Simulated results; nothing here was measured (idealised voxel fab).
process module | voxel ribs on slabs
cross-section cut | 195 nm wide | cells 5 nm
A cross-section is a grid of square cells, given in bands from the top down. A band is one or more rows of cells.
Each band's line starts with the height of the band's top and of its bottom, in nm. Then come its materials from left to right, each with its width in nm. One material with "throughout" fills the band from edge to edge. "air" is empty space.
Height 0 is the level under which the wafer as received is all one material. The lowest band goes on downwards, as in "0 down".
A width such as "30 to 40" changes by the same amount from each row of cells to the next, from the band's top row to its bottom row.
"no change" after a step means that no cell of the cross-section changed.
closed voids: empty space of 8 cells or more with no open way to the top, each as width x height at its distance from the left edge, in nm
after a step's settings: what the simulator itself notes on the step
overlay nm, on a step with a mask: how far to the right of its planned place the mask lay; to the left if negative
plan
1 op RECEIVE | material Si
2 op DIRECTIONAL_DEP | material SiO2 | thk nm 20
3 op DIRECTIONAL_DEP | material SiN | thk nm 20
4 op PATTERN | tone cover | mask id RIB | material resist | width nm 30 | thk nm 20 | overlay nm 0
5 op DIRECTIONAL_ETCH | etch materials SiN | depth nm 10
6 op STRIP | etch materials resist
7 op PATTERN | tone cover | mask id SLAB | material resist | width nm 60 | thk nm 15 | overlay nm 0
8 op DIRECTIONAL_ETCH | etch materials SiN | depth nm 10
9 op STRIP | etch materials resist
10 op FILL_DEP | material SiO2 | thk nm 25
11 op CMP | height nm 55
12 op DIRECTIONAL_DEP | material W | thk nm 5
13 op PATTERN | tone cover | mask id HEATER | material resist | width nm 40 | thk nm 20 | overlay nm 0
14 op DIRECTIONAL_ETCH | etch materials W | depth nm 5
15 op STRIP | etch materials resist
16 op CONFORMAL_DEP | material SiN | thk nm 5
as received, after step 1
  0 down: Si throughout
  closed voids: none
a wafer at the end: this start, this plan, one mistake
  65 to 60: air 70 | SiN 50 | air 75
  60 to 55: SiN 75 | W 40 | SiN 80
  55 to 30: SiO2 throughout
  30 to 20: SiO2 65 | SiN 15 | SiO2 30 | SiN 15 | SiO2 70
  20 to 0: SiO2 throughout
  0 down: Si throughout
  closed voids: none
what went wrong: steps 3 and 4 were swapped
